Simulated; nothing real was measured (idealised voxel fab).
Herein follows the process module entitled voxel self aligned contacts.
Shown is cross-section cut, with a width of 185 nm and square cells of size 5 nm.
How to read a cross-section here: the picture is a grid of square cells, written as bands going from the top down, and any band can span one or more rows of cells.
What a band's entry tells you: where the top is and where the bottom is, as heights in nm, and after that what lies inside, material by material from left to right, each with its width in nm. Empty space is written as the word "air", and a single material marked with the word "edge to edge" occupies the band from edge to edge.
Convention: height 0 is the level below which the wafer, as received, is all one material. The lowest band does not terminate at the bottom but continues downward, represented as "0 and below".
Note: "30 to 40" means the width goes from the first number (top row of the band) to the second number (bottom row) in equal steps per row of cells.
Step note "remained unchanged" = no cross-section cell changed.
In "Fully sealed voids" the enclosed voids are listed, meaning empty spaces of 8 cells or larger without any opening to the top. The form is width x height at distance, distance from the left edge, units nm.
Read whatever lies past the settings on a step's line as the simulator's own remark about the step.
A step line may carry the setting "overlay nm", which, for steps involving a mask, states the distance by which the mask lay to the right of its intended position; negative values denote displacement to the left.
### Steps in the process plan
1) RECEIVE | material Si
2) OXIDIZE | depth nm 5
3) DIRECTIONAL_DEP | material polySi | thk nm 25
4) DIRECTIONAL_DEP | material SiN | thk nm 20
5) MASKED_ETCH | tone cover | mask id GATE | width nm 35 | pitch nm 80 | etch materials SiN | depth nm 20 | overlay nm 0
6) MASKED_ETCH | tone cover | mask id GATE | width nm 35 | pitch nm 80 | etch materials polySi | depth nm 25 | overlay nm 0
7) CONFORMAL_DEP | material SiN | thk nm 10
8) DIRECTIONAL_ETCH | etch materials SiN | depth nm 10
9) FILL_DEP | material SiO2 | thk nm 20
10) CMP | height nm 55
11) PATTERN | tone open | mask id CONTACT | material resist | width nm 55 | thk nm 15 | overlay nm 0
12) DIRECTIONAL_ETCH | etch materials SiO2 | depth nm 60
13) STRIP | etch materials resist
14) CONFORMAL_DEP | material TiN | thk nm 5
15) FILL_DEP | material Ru | thk nm 10
16) CMP | height nm 55
17) CONFORMAL_DEP | material SiCN | thk nm 5
### First wafer, two in total, run as planned
### Cross-section: wafer on arrival = after step 1
	0 and below = Si edge to edge
	Fully sealed voids: none
### Cross-section: wafer state after step 2
	0 down to -5 = SiO2 edge to edge
	Anything lower than -5 is untouched.
### Cross-section: wafer state after step 3
	25 down to 0 = polySi edge to edge
	Anything lower than 0 is untouched.
### Cross-section: wafer state after step 4
	45 down to 25 = SiN edge to edge
	Anything lower than 25 is untouched.
### Cross-section: wafer state after step 5
	45 down to 25 = 35 nm air / 35 nm SiN / 45 nm air / 35 nm SiN / 35 nm air
	Anything lower than 25 is untouched.
### Cross-section: wafer state after step 6
	45 down to 25 = 35 nm air / 35 nm SiN / 45 nm air / 35 nm SiN / 35 nm air
	25 down to 0 = 35 nm air / 35 nm polySi / 45 nm air / 35 nm polySi / 35 nm air
	Anything lower than 0 is untouched.
### Cross-section: wafer state after step 7
	55 down to 25 = 25 nm air / 55 nm SiN / 25 nm air / 55 nm SiN / 25 nm air
	25 down to 10 = 25 nm air / 10 nm SiN / 35 nm polySi / 10 nm SiN / 25 nm air / 10 nm SiN / 35 nm polySi / 10 nm SiN / 25 nm air
	10 down to 0 = 35 nm SiN / 35 nm polySi / 45 nm SiN / 35 nm polySi / 35 nm SiN
	Anything lower than 0 is untouched.
### Cross-section: wafer state after step 8
	45 down to 25 = 25 nm air / 55 nm SiN / 25 nm air / 55 nm SiN / 25 nm air
	25 down to 0 = 25 nm air / 10 nm SiN / 35 nm polySi / 10 nm SiN / 25 nm air / 10 nm SiN / 35 nm polySi / 10 nm SiN / 25 nm air
	Anything lower than 0 is untouched.
### Cross-section: wafer state after step 9
	65 down to 45 = SiO2 edge to edge
	45 down to 25 = 25 nm SiO2 / 55 nm SiN / 25 nm SiO2 / 55 nm SiN / 25 nm SiO2
	25 down to 0 = 25 nm SiO2 / 10 nm SiN / 35 nm polySi / 10 nm SiN / 25 nm SiO2 / 10 nm SiN / 35 nm polySi / 10 nm SiN / 25 nm SiO2
	Anything lower than 0 is untouched.
### Cross-section: wafer state after step 10
	55 down to 45 = SiO2 edge to edge
	Anything lower than 45 is untouched.
### Cross-section: wafer state after step 11
	70 down to 55 = 65 nm resist / 55 nm air / 65 nm resist
	Anything lower than 55 is untouched.
### Cross-section: wafer state after step 12
	70 down to 55 = 65 nm resist / 55 nm air / 65 nm resist
	55 down to 45 = 65 nm SiO2 / 55 nm air / 65 nm SiO2
	45 down to 25 = 25 nm SiO2 / 55 nm SiN / 25 nm air / 55 nm SiN / 25 nm SiO2
	25 down to 0 = 25 nm SiO2 / 10 nm SiN / 35 nm polySi / 10 nm SiN / 25 nm air / 10 nm SiN / 35 nm polySi / 10 nm SiN / 25 nm SiO2
	0 down to -5 = 80 nm SiO2 / 25 nm air / 80 nm SiO2
	Anything lower than -5 is untouched.
### Cross-section: wafer state after step 13
	55 down to 45 = 65 nm SiO2 / 55 nm air / 65 nm SiO2
	Anything lower than 45 is untouched.
### Cross-section: wafer state after step 14
	60 down to 55 = 70 nm TiN / 45 nm air / 70 nm TiN
	55 down to 45 = 65 nm SiO2 / 5 to 20 nm TiN / 45 to 15 nm air / 5 to 20 nm TiN / 65 nm SiO2
	45 down to 25 = 25 nm SiO2 / 55 nm SiN / 5 nm TiN / 15 nm air / 5 nm TiN / 55 nm SiN / 25 nm SiO2
	25 down to 0 = 25 nm SiO2 / 10 nm SiN / 35 nm polySi / 10 nm SiN / 5 nm TiN / 15 nm air / 5 nm TiN / 10 nm SiN / 35 nm polySi / 10 nm SiN / 25 nm SiO2
	0 down to -5 = 80 nm SiO2 / 25 nm TiN / 80 nm SiO2
	Anything lower than -5 is untouched.
### Cross-section: wafer state after step 15
	70 down to 60 = Ru edge to edge
	60 down to 55 = 70 nm TiN / 45 nm Ru / 70 nm TiN
	55 down to 45 = 65 nm SiO2 / 5 to 20 nm TiN / 45 to 15 nm Ru / 5 to 20 nm TiN / 65 nm SiO2
	45 down to 25 = 25 nm SiO2 / 55 nm SiN / 5 nm TiN / 15 nm Ru / 5 nm TiN / 55 nm SiN / 25 nm SiO2
	25 down to 0 = 25 nm SiO2 / 10 nm SiN / 35 nm polySi / 10 nm SiN / 5 nm TiN / 15 nm Ru / 5 nm TiN / 10 nm SiN / 35 nm polySi / 10 nm SiN / 25 nm SiO2
	Anything lower than 0 is untouched.
### Cross-section: wafer state after step 16
	55 down to 45 = 65 nm SiO2 / 5 to 20 nm TiN / 45 to 15 nm Ru / 5 to 20 nm TiN / 65 nm SiO2
	Anything lower than 45 is untouched.
### Cross-section: wafer state after step 17
	60 down to 55 = SiCN edge to edge
	Anything lower than 55 is untouched.
### What follows concerns the second wafer, which started out like the first and was meant to follow the very same plan; one mistake crept in when it was run, but everything up to and including step 5 is the same as for the first wafer
### Second wafer cross-section, taken as of the time the plan sets for step 6 to be done
	45 down to 25 = 35 nm air / 35 nm SiN / 45 nm air / 35 nm SiN / 35 nm air
	25 down to 0 = 25 nm air / 45 nm polySi / 35 nm air / 45 nm polySi / 35 nm air
	Anything lower than 0 is untouched.
### Second wafer cross-section, taken as of the time the plan sets for step 7 to be done
	55 down to 35 = 25 nm air / 55 nm SiN / 25 nm air / 55 nm SiN / 25 nm air
	35 down to 25 = 15 nm air / 65 nm SiN / 15 nm air / 65 nm SiN / 25 nm air
	25 down to 10 = 15 nm air / 10 nm SiN / 45 nm polySi / 10 nm SiN / 15 nm air / 10 nm SiN / 45 nm polySi / 10 nm SiN / 25 nm air
	10 down to 0 = 25 nm SiN / 45 nm polySi / 35 nm SiN / 45 nm polySi / 35 nm SiN
	Anything lower than 0 is untouched.
### Second wafer cross-section, taken as of the time the plan sets for step 8 to be done
	45 down to 25 = 25 nm air / 55 nm SiN / 25 nm air / 55 nm SiN / 25 nm air
	25 down to 0 = 15 nm air / 10 nm SiN / 45 nm polySi / 10 nm SiN / 15 nm air / 10 nm SiN / 45 nm polySi / 10 nm SiN / 25 nm air
	Anything lower than 0 is untouched.
### Second wafer cross-section, taken as of the time the plan sets for step 9 to be done
	65 down to 45 = SiO2 edge to edge
	45 down to 25 = 25 nm SiO2 / 55 nm SiN / 25 nm SiO2 / 55 nm SiN / 25 nm SiO2
	25 down to 0 = 15 nm SiO2 / 10 nm SiN / 45 nm polySi / 10 nm SiN / 15 nm SiO2 / 10 nm SiN / 45 nm polySi / 10 nm SiN / 25 nm SiO2
	Anything lower than 0 is untouched.
### Second wafer cross-section, taken as of the time the plan sets for step 10 to be done
	55 down to 45 = SiO2 edge to edge
	Anything lower than 45 is untouched.
### Second wafer cross-section, taken as of the time the plan sets for step 11 to be done
	70 down to 55 = 65 nm resist / 55 nm air / 65 nm resist
	Anything lower than 55 is untouched.
### Second wafer cross-section, taken as of the time the plan sets for step 12 to be done
	70 down to 55 = 65 nm resist / 55 nm air / 65 nm resist
	55 down to 45 = 65 nm SiO2 / 55 nm air / 65 nm SiO2
	45 down to 25 = 25 nm SiO2 / 55 nm SiN / 25 nm air / 55 nm SiN / 25 nm SiO2
	25 down to 0 = 15 nm SiO2 / 10 nm SiN / 45 nm polySi / 10 nm SiN / 15 nm air / 10 nm SiN / 45 nm polySi / 10 nm SiN / 25 nm SiO2
	0 down to -5 = 80 nm SiO2 / 15 nm air / 90 nm SiO2
	Anything lower than -5 is untouched.
### Second wafer cross-section, taken as of the time the plan sets for step 13 to be done
	55 down to 45 = 65 nm SiO2 / 55 nm air / 65 nm SiO2
	Anything lower than 45 is untouched.
### Second wafer cross-section, taken as of the time the plan sets for step 14 to be done
	60 down to 55 = 70 nm TiN / 45 nm air / 70 nm TiN
	55 down to 45 = 65 nm SiO2 / 5 to 20 nm TiN / 45 to 15 nm air / 5 to 20 nm TiN / 65 nm SiO2
	45 down to 30 = 25 nm SiO2 / 55 nm SiN / 5 nm TiN / 15 nm air / 5 nm TiN / 55 nm SiN / 25 nm SiO2
	30 down to 25 = 25 nm SiO2 / 55 nm SiN / 5 nm TiN / 5 nm air / 15 nm TiN / 55 nm SiN / 25 nm SiO2
	25 down to 0 = 15 nm SiO2 / 10 nm SiN / 45 nm polySi / 10 nm SiN / 5 nm TiN / 5 nm air / 5 nm TiN / 10 nm SiN / 45 nm polySi / 10 nm SiN / 25 nm SiO2
	0 down to -5 = 80 nm SiO2 / 15 nm TiN / 90 nm SiO2
	Anything lower than -5 is untouched.
### Second wafer cross-section, taken as of the time the plan sets for step 15 to be done
	70 down to 60 = Ru edge to edge
	60 down to 55 = 70 nm TiN / 45 nm Ru / 70 nm TiN
	55 down to 45 = 65 nm SiO2 / 5 to 20 nm TiN / 45 to 15 nm Ru / 5 to 20 nm TiN / 65 nm SiO2
	45 down to 30 = 25 nm SiO2 / 55 nm SiN / 5 nm TiN / 15 nm Ru / 5 nm TiN / 55 nm SiN / 25 nm SiO2
	30 down to 25 = 25 nm SiO2 / 55 nm SiN / 5 nm TiN / 5 nm Ru / 15 nm TiN / 55 nm SiN / 25 nm SiO2
	25 down to 0 = 15 nm SiO2 / 10 nm SiN / 45 nm polySi / 10 nm SiN / 5 nm TiN / 5 nm Ru / 5 nm TiN / 10 nm SiN / 45 nm polySi / 10 nm SiN / 25 nm SiO2
	Anything lower than 0 is untouched.
### Second wafer cross-section, taken as of the time the plan sets for step 16 to be done
	55 down to 45 = 65 nm SiO2 / 5 to 20 nm TiN / 45 to 15 nm Ru / 5 to 20 nm TiN / 65 nm SiO2
	Anything lower than 45 is untouched.
### Second wafer cross-section, taken as of the time the plan sets for step 17 to be done
	60 down to 55 = SiCN edge to edge
	Anything lower than 55 is untouched.
The plan and the run diverged here: step 6 went in with a setting other than planned; the actual run was MASKED_ETCH | tone cover | mask id GATE | width nm 35 | pitch nm 80 | etch materials polySi | depth nm 25 | overlay nm -10
Wrapping up, a cell-based count of both wafers puts the second over or under the first for these materials: -12 Ru | -8 SiO2 | +20 polySi
